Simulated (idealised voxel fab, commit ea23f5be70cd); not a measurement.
The name of this process module is voxel plated lines.
Square cells of 5 nm make up the cross-section cut, whose width is 155 nm.
Heads up, the way a cross-section reads in here is a grid of square cells, handed over as bands from the top down, with every band being one or more rows of cells.
Top height, bottom height, nm. Materials left to right, width each, nm. Single material + "full width" = fills band edge to edge. "blank" = empty.
It should be noted that heights are counted from 0, beneath which the wafer as supplied is of one material throughout, and that the lowest band possesses no lower boundary but continues downward, as written in "from 0 down".
The width entry "30 to 40" should be interpreted row by row: the top row of cells in the band takes the first number, the bottom row takes the second number, and the change between adjacent rows is uniform throughout.
Any step labelled "no modifications" changed none of the cells in the cross-section.
Closed-off voids of 8+ cells (no open route to the top) go in "Closed void list", written width x height at distance from the left edge, in nm.
Text after the settings on a step's line: the simulator's own remark on that step.
overlay nm: right-of-plan distance of the mask on a masked step; negative values mean left-of-plan.

# The following list gives the planned process steps
1 RECEIVE: material Si
2 CONFORMAL_DEP: material SiN, thk nm 15
3 DIRECTIONAL_DEP: material TiN, thk nm 5
4 PATTERN: tone open, mask id LINES, material resist, width nm 25, pitch nm 40, thk nm 25, overlay nm 0
5 EPI: material Ru, thk nm 10
6 EPI: material Ru, thk nm 5
7 STRIP: etch materials resist
8 DIRECTIONAL_ETCH: etch materials TiN, depth nm 5
9 CONFORMAL_DEP: material SiO2, thk nm 10

# Wafer as received: cross-section following step 1
	from 0 down = Si full width
	Closed void list: none

# End-of-module cross-section of the first of two wafers, processed as planned
	from 45 to 35 = blank 35 nm / SiO2 85 nm / blank 35 nm
	from 35 to 25 = blank 35 nm / SiO2 10 nm / Ru 25 nm / SiO2 15 nm / Ru 25 nm / SiO2 10 nm / blank 35 nm
	from 25 to 20 = SiO2 45 nm / Ru 25 nm / SiO2 15 nm / Ru 25 nm / SiO2 45 nm
	from 20 to 15 = SiO2 45 nm / TiN 25 nm / SiO2 15 nm / TiN 25 nm / SiO2 45 nm
	from 15 to 0 = SiN full width
	from 0 down = Si full width
	Closed void list: none

# Wafer two, end of module, cross-section. Same start, same plan as wafer one. One mistake in the run
	from 45 to 40 = blank 35 nm / SiO2 85 nm / blank 35 nm
	from 40 to 35 = SiO2 full width
	from 35 to 30 = SiO2 45 nm / Ru 25 nm / SiO2 15 nm / Ru 25 nm / SiO2 45 nm
	from 30 to 20 = Ru full width
	from 20 to 15 = TiN full width
	from 15 to 0 = SiN full width
	from 0 down = Si full width
	Closed void list: none
what went wrong: step 4 ran in the slot meant for step 5, and vice versa
The second wafer ends with more or fewer cells of some materials than the first, per final count: 42 more of Ru; 21 fewer of SiO2; 21 more of TiN
